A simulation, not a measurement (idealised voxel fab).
process module | voxel capacitor over wiring
cross-section cut | 175 nm wide | cells 5 nm
A cross-section is a grid of square cells, given in bands from the top down. A band is one or more rows of cells.
Each band's line starts with the height of the band's top and of its bottom, in nm. Then come its materials from left to right, each with its width in nm. One material with "throughout" fills the band from edge to edge. "air" is empty space.
Height 0 is the level under which the wafer as received is all one material. The lowest band goes on downwards, as in "0 down".
A width such as "30 to 40" changes by the same amount from each row of cells to the next, from the band's top row to its bottom row.
"no change" after a step means that no cell of the cross-section changed.
closed voids: empty space of 8 cells or more with no open way to the top, each as width x height at its distance from the left edge, in nm
after a step's settings: what the simulator itself notes on the step
overlay nm, on a step with a mask: how far to the right of its planned place the mask lay; to the left if negative
plan
1 op RECEIVE | material Si
2 op CONFORMAL_DEP | material SiO2 | thk nm 10
3 op DIRECTIONAL_DEP | material TiN | thk nm 5
4 op DIRECTIONAL_DEP | material W | thk nm 15
5 op PATTERN | tone cover | mask id METAL_1 | material resist | width nm 25 | pitch nm 75 | thk nm 20 | overlay nm 0
6 op DIRECTIONAL_ETCH | etch materials W | depth nm 15
7 op DIRECTIONAL_ETCH | etch materials TiN | depth nm 5
8 op STRIP | etch materials resist
9 op CONFORMAL_DEP | material SiCN | thk nm 5
10 op FILL_DEP | material lowk | thk nm 5
11 op CMP | height nm 30
12 op CONFORMAL_DEP | material SiCN | thk nm 5
13 op DIRECTIONAL_DEP | material lowk | thk nm 10
14 op DIRECTIONAL_DEP | material aC | thk nm 15
15 op PATTERN | tone open | mask id PLUG_1 | material resist | width nm 15 | thk nm 35 | overlay nm 0
16 op DIRECTIONAL_ETCH | etch materials aC | depth nm 15
17 op STRIP | etch materials resist
18 op DIRECTIONAL_ETCH | etch materials lowk | depth nm 10
19 op DIRECTIONAL_ETCH | etch materials SiCN | depth nm 5
20 op STRIP | etch materials aC
21 op EPI | material Ru | thk nm 10
22 op EPI | material Ru | thk nm 5
23 op DIRECTIONAL_DEP | material TiN | thk nm 5
24 op DIRECTIONAL_DEP | material Al2O3 | thk nm 5
25 op DIRECTIONAL_DEP | material TiN | thk nm 5
26 op MASKED_ETCH | tone cover | mask id UPPER_PLATE | width nm 55 | etch materials TiN | depth nm 5 | overlay nm 0
27 op MASKED_ETCH | tone cover | mask id UPPER_PLATE | width nm 55 | etch materials Al2O3 | depth nm 5 | overlay nm 0
28 op PATTERN | tone cover | mask id LOWER_PLATE | material resist | width nm 65 | thk nm 20 | overlay nm 0
29 op DIRECTIONAL_ETCH | etch materials TiN | depth nm 5
30 op STRIP | etch materials resist
31 op FILL_DEP | material SiO2 | thk nm 20
32 op CMP | height nm 75
33 op PATTERN | tone open | mask id PLUG_2 | material resist | width nm 15 | thk nm 20 | overlay nm 0
34 op DIRECTIONAL_ETCH | etch materials SiO2 | depth nm 15
35 op STRIP | etch materials resist
36 op CONFORMAL_DEP | material TiN | thk nm 5
37 op FILL_DEP | material W | thk nm 5
38 op CMP | height nm 75
39 op CONFORMAL_DEP | material SiCN | thk nm 5
as received, after step 1
  0 down: Si throughout
  closed voids: none
a wafer at the end: this start, this plan, one mistake
  80 to 75: SiCN throughout
  75 to 65: SiO2 55 | TiN 5 | W 5 | TiN 5 | SiO2 105
  65 to 55: SiO2 55 to 40 | TiN 15 to 55 | SiO2 105 to 80
  55 to 50: SiO2 40 | Al2O3 60 | SiO2 75
  50 to 45: SiO2 40 | TiN 65 | SiO2 70
  45 to 35: lowk 45 | Ru 15 | lowk 115
  35 to 30: SiCN 45 | Ru 15 | SiCN 115
  30 to 15: lowk 30 | SiCN 5 | W 25 | SiCN 5 | lowk 40 | SiCN 5 | W 25 | SiCN 5 | lowk 35
  15 to 10: SiCN 35 | TiN 25 | SiCN 50 | TiN 25 | SiCN 40
  10 to 0: SiO2 throughout
  0 down: Si throughout
  closed voids: none
what went wrong: step 26 ran as: op MASKED_ETCH | tone cover | mask id UPPER_PLATE | width nm 55 | etch materials TiN | depth nm 5 | overlay nm -5
